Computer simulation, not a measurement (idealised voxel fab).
This is a process module. Its name is voxel wiring stack.
Section shown: cut. Width: 245 nm. Cell size: 5 nm, square.
Square cells in a grid make up a cross-section in this document, and the grid is given as bands, listed from the top down, each one or more rows of cells.
What a band's entry tells you: where the top is and where the bottom is, as heights in nm, and after that what lies inside, material by material from left to right, each with its width in nm. Empty space is written as the word "blank", and a single material marked with the word "throughout" occupies the band from edge to edge.
Counting heights begins at 0, where everything beneath is, in the wafer as received, one material. The lowest band has no bottom; it goes on downwards, as "0..down" shows.
It should be noted that a width expressed as "30 to 40" varies in equal increments from row to row of cells within the band, taking the value of the first number at the top row and that of the second number at the bottom row.
Take "no modifications" at face value: in the step it is given for, the cross-section changed in none of its cells.
Reported under the label "Sealed cavities" are the empty spaces having no open way to the top and comprising 8 cells or more; the notation for each is width x height at distance, in which the distance is measured from the left edge and all three values are in nm.
Past the settings on a step's line: simulator remark, on that step.
For masked steps, "overlay nm" on the step line gives how far right of plan the mask actually lay; a minus sign means it lay to the left.

Process steps foreseen in the plan
step 1: RECEIVE,material Si
step 2: CONFORMAL_DEP,material SiO2,thk nm 15
step 3: DIRECTIONAL_DEP,material TiN,thk nm 5
step 4: DIRECTIONAL_DEP,material Ru,thk nm 15
step 5: MASKED_ETCH,tone cover,mask id METAL_1,width nm 30,pitch nm 60,etch materials Ru,depth nm 15,overlay nm -15
step 6: MASKED_ETCH,tone cover,mask id METAL_1,width nm 30,pitch nm 60,etch materials TiN,depth nm 5,overlay nm 0
step 7: CONFORMAL_DEP,material SiCN,thk nm 5
step 8: FILL_DEP,material SiO2,thk nm 5
step 9: CMP,height nm 35
step 10: CONFORMAL_DEP,material SiCN,thk nm 5
step 11: DIRECTIONAL_DEP,material lowk,thk nm 25
step 12: PATTERN,tone open,mask id METAL_2,material resist,width nm 30,pitch nm 60,thk nm 20,overlay nm 0
step 13: DIRECTIONAL_ETCH,etch materials lowk,depth nm 15
step 14: STRIP,etch materials resist
step 15: PATTERN,tone open,mask id METAL_2_HOLES,material resist,width nm 15,pitch nm 120,thk nm 15,overlay nm 0
step 16: DIRECTIONAL_ETCH,etch materials lowk,depth nm 10
step 17: DIRECTIONAL_ETCH,etch materials SiCN,depth nm 5
step 18: STRIP,etch materials resist
step 19: CONFORMAL_DEP,material TiN,thk nm 5
step 20: FILL_DEP,material Cu,thk nm 5
step 21: CMP,height nm 65
step 22: CONFORMAL_DEP,material SiCN,thk nm 5
step 23: DIRECTIONAL_DEP,material SiO2,thk nm 30
step 24: MASKED_ETCH,tone open,mask id METAL_3,width nm 30,pitch nm 60,etch materials SiO2,depth nm 15,overlay nm 0
step 25: DIRECTIONAL_DEP,material aC,thk nm 10
step 26: PATTERN,tone open,mask id METAL_3_HOLES,material resist,width nm 15,pitch nm 120,thk nm 25,overlay nm 0
step 27: DIRECTIONAL_ETCH,etch materials aC,depth nm 10
step 28: STRIP,etch materials resist
step 29: DIRECTIONAL_ETCH,etch materials SiO2,depth nm 15
step 30: DIRECTIONAL_ETCH,etch materials SiCN,depth nm 5
step 31: STRIP,etch materials aC
step 32: CONFORMAL_DEP,material TiN,thk nm 5
step 33: FILL_DEP,material Cu,thk nm 10
step 34: CMP,height nm 100
step 35: CONFORMAL_DEP,material SiCN,thk nm 5
step 36: DIRECTIONAL_DEP,material lowk,thk nm 10
step 37: MASKED_ETCH,tone open,mask id PLUG_3,width nm 15,pitch nm 60,etch materials lowk,depth nm 10,overlay nm 0
step 38: MASKED_ETCH,tone open,mask id PLUG_3,width nm 15,pitch nm 60,etch materials SiCN,depth nm 5,overlay nm 0
step 39: CONFORMAL_DEP,material TiN,thk nm 5
step 40: FILL_DEP,material Cu,thk nm 5
step 41: CMP,height nm 115
step 42: CONFORMAL_DEP,material SiN,thk nm 5
step 43: DIRECTIONAL_DEP,material SiO2,thk nm 25
step 44: PATTERN,tone open,mask id METAL_4,material resist,width nm 30,pitch nm 60,thk nm 15,overlay nm 0
step 45: DIRECTIONAL_ETCH,etch materials SiO2,depth nm 25
step 46: DIRECTIONAL_ETCH,etch materials SiN,depth nm 5
step 47: STRIP,etch materials resist
step 48: CONFORMAL_DEP,material TiN,thk nm 5
step 49: FILL_DEP,material W,thk nm 10
step 50: CMP,height nm 145
step 51: EPI,material Ru,thk nm 5
step 52: FILL_DEP,material SiCN,thk nm 5
The plan shows the overlay nm of step 5 as the first wafer had it; this setting differs between the wafers, which start out alike.

The first of several wafers in cross-section, exactly as it reached us after step 1
	0..down  Si throughout
	Sealed cavities: none

End of the module, past its last step, step 52: how the first of several wafers looks in cross-section
	155..150  SiCN throughout
	150..145  40 of SiCN  40 of Ru  20 of SiCN  40 of Ru  20 of SiCN  40 of Ru  45 of SiCN
	145..120  45 of SiO2  5 of TiN  20 of W  5 of TiN  30 of SiO2  5 of TiN  20 of W  5 of TiN  30 of SiO2  5 of TiN  20 of W  5 of TiN  50 of SiO2
	120..115  45 of SiN  30 of TiN  30 of SiN  30 of TiN  30 of SiN  30 of TiN  50 of SiN
	115..105  45 of lowk  5 of TiN  5 of Cu  5 of TiN  45 of lowk  5 of TiN  5 of Cu  5 of TiN  45 of lowk  5 of TiN  5 of Cu  5 of TiN  65 of lowk
	105..100  45 of SiCN  15 of TiN  45 of SiCN  15 of TiN  45 of SiCN  15 of TiN  65 of SiCN
	100..90  45 of SiO2  5 of TiN  20 of Cu  5 of TiN  30 of SiO2  5 of TiN  20 of Cu  5 of TiN  30 of SiO2  5 of TiN  20 of Cu  5 of TiN  50 of SiO2
	90..85  45 of SiO2  5 of TiN  5 of Cu  20 of TiN  30 of SiO2  30 of TiN  30 of SiO2  5 of TiN  5 of Cu  20 of TiN  50 of SiO2
	85..70  45 of SiO2  5 of TiN  5 of Cu  5 of TiN  105 of SiO2  5 of TiN  5 of Cu  5 of TiN  65 of SiO2
	70..65  45 of SiCN  15 of TiN  105 of SiCN  15 of TiN  65 of SiCN
	65..55  45 of lowk  5 of TiN  20 of Cu  5 of TiN  30 of lowk  5 of TiN  20 of Cu  5 of TiN  30 of lowk  5 of TiN  20 of Cu  5 of TiN  50 of lowk
	55..50  45 of lowk  5 of TiN  5 of Cu  20 of TiN  30 of lowk  30 of TiN  30 of lowk  5 of TiN  5 of Cu  20 of TiN  50 of lowk
	50..40  45 of lowk  5 of TiN  5 of Cu  5 of TiN  105 of lowk  5 of TiN  5 of Cu  5 of TiN  65 of lowk
	40..35  45 of SiCN  15 of TiN  105 of SiCN  15 of TiN  65 of SiCN
	35..25  25 of SiO2  5 of SiCN  30 of Ru  5 of SiCN  20 of SiO2  5 of SiCN  30 of Ru  5 of SiCN  20 of SiO2  5 of SiCN  30 of Ru  5 of SiCN  60 of SiO2
	25..20  25 of SiO2  5 of SiCN  30 of Ru  20 of SiCN  5 of SiO2  5 of SiCN  30 of Ru  20 of SiCN  5 of SiO2  5 of SiCN  30 of Ru  20 of SiCN  45 of SiO2
	20..15  30 of SiCN  45 of TiN  15 of SiCN  45 of TiN  15 of SiCN  45 of TiN  50 of SiCN
	15..0  SiO2 throughout
	0..down  Si throughout
	Sealed cavities: none

X-section, last wafer, module end
	155..150  SiCN throughout
	150..145  40 of SiCN  40 of Ru  20 of SiCN  40 of Ru  20 of SiCN  40 of Ru  45 of SiCN
	145..120  45 of SiO2  5 of TiN  20 of W  5 of TiN  30 of SiO2  5 of TiN  20 of W  5 of TiN  30 of SiO2  5 of TiN  20 of W  5 of TiN  50 of SiO2
	120..115  45 of SiN  30 of TiN  30 of SiN  30 of TiN  30 of SiN  30 of TiN  50 of SiN
	115..105  45 of lowk  5 of TiN  5 of Cu  5 of TiN  45 of lowk  5 of TiN  5 of Cu  5 of TiN  45 of lowk  5 of TiN  5 of Cu  5 of TiN  65 of lowk
	105..100  45 of SiCN  15 of TiN  45 of SiCN  15 of TiN  45 of SiCN  15 of TiN  65 of SiCN
	100..90  45 of SiO2  5 of TiN  20 of Cu  5 of TiN  30 of SiO2  5 of TiN  20 of Cu  5 of TiN  30 of SiO2  5 of TiN  20 of Cu  5 of TiN  50 of SiO2
	90..85  45 of SiO2  5 of TiN  5 of Cu  20 of TiN  30 of SiO2  30 of TiN  30 of SiO2  5 of TiN  5 of Cu  20 of TiN  50 of SiO2
	85..70  45 of SiO2  5 of TiN  5 of Cu  5 of TiN  105 of SiO2  5 of TiN  5 of Cu  5 of TiN  65 of SiO2
	70..65  45 of SiCN  15 of TiN  105 of SiCN  15 of TiN  65 of SiCN
	65..55  45 of lowk  5 of TiN  20 of Cu  5 of TiN  30 of lowk  5 of TiN  20 of Cu  5 of TiN  30 of lowk  5 of TiN  20 of Cu  5 of TiN  50 of lowk
	55..50  45 of lowk  5 of TiN  5 of Cu  20 of TiN  30 of lowk  30 of TiN  30 of lowk  5 of TiN  5 of Cu  20 of TiN  50 of lowk
	50..40  45 of lowk  5 of TiN  5 of Cu  5 of TiN  105 of lowk  5 of TiN  5 of Cu  5 of TiN  65 of lowk
	40..35  45 of SiCN  15 of TiN  105 of SiCN  15 of TiN  65 of SiCN
	35..25  55 of SiO2  5 of SiCN  30 of Ru  5 of SiCN  20 of SiO2  5 of SiCN  30 of Ru  5 of SiCN  20 of SiO2  5 of SiCN  30 of Ru  5 of SiCN  30 of SiO2
	25..20  40 of SiO2  20 of SiCN  30 of Ru  5 of SiCN  5 of SiO2  20 of SiCN  30 of Ru  5 of SiCN  5 of SiO2  20 of SiCN  30 of Ru  5 of SiCN  30 of SiO2
	20..15  45 of SiCN  45 of TiN  15 of SiCN  45 of TiN  15 of SiCN  45 of TiN  35 of SiCN
	15..0  SiO2 throughout
	0..down  Si throughout
	Sealed cavities: none

The table below has one row for each wafer; a row shows, as of the end of the module, how many cells of each material the wafer has gained, marked (+), or lost, marked (-), since it was received, and then the wafer's closed voids
overlay nm -15; +68 Cu; +78 Ru; +249 SiCN; +31 SiN; +590 SiO2; +184 TiN; +60 W; +259 lowk; Sealed cavities: none
overlay nm -10; +68 Cu; +78 Ru; +249 SiCN; +31 SiN; +593 SiO2; +181 TiN; +60 W; +259 lowk; Sealed cavities: none
overlay nm -5; +68 Cu; +78 Ru; +249 SiCN; +31 SiN; +596 SiO2; +178 TiN; +60 W; +259 lowk; Sealed cavities: none
overlay nm 0; +68 Cu; +78 Ru; +249 SiCN; +31 SiN; +599 SiO2; +175 TiN; +60 W; +259 lowk; Sealed cavities: none
overlay nm 5; +68 Cu; +78 Ru; +249 SiCN; +31 SiN; +596 SiO2; +178 TiN; +60 W; +259 lowk; Sealed cavities: none
overlay nm 10; +68 Cu; +78 Ru; +249 SiCN; +31 SiN; +593 SiO2; +181 TiN; +60 W; +259 lowk; Sealed cavities: none
overlay nm 15; +68 Cu; +78 Ru; +249 SiCN; +31 SiN; +590 SiO2; +184 TiN; +60 W; +259 lowk; Sealed cavities: none
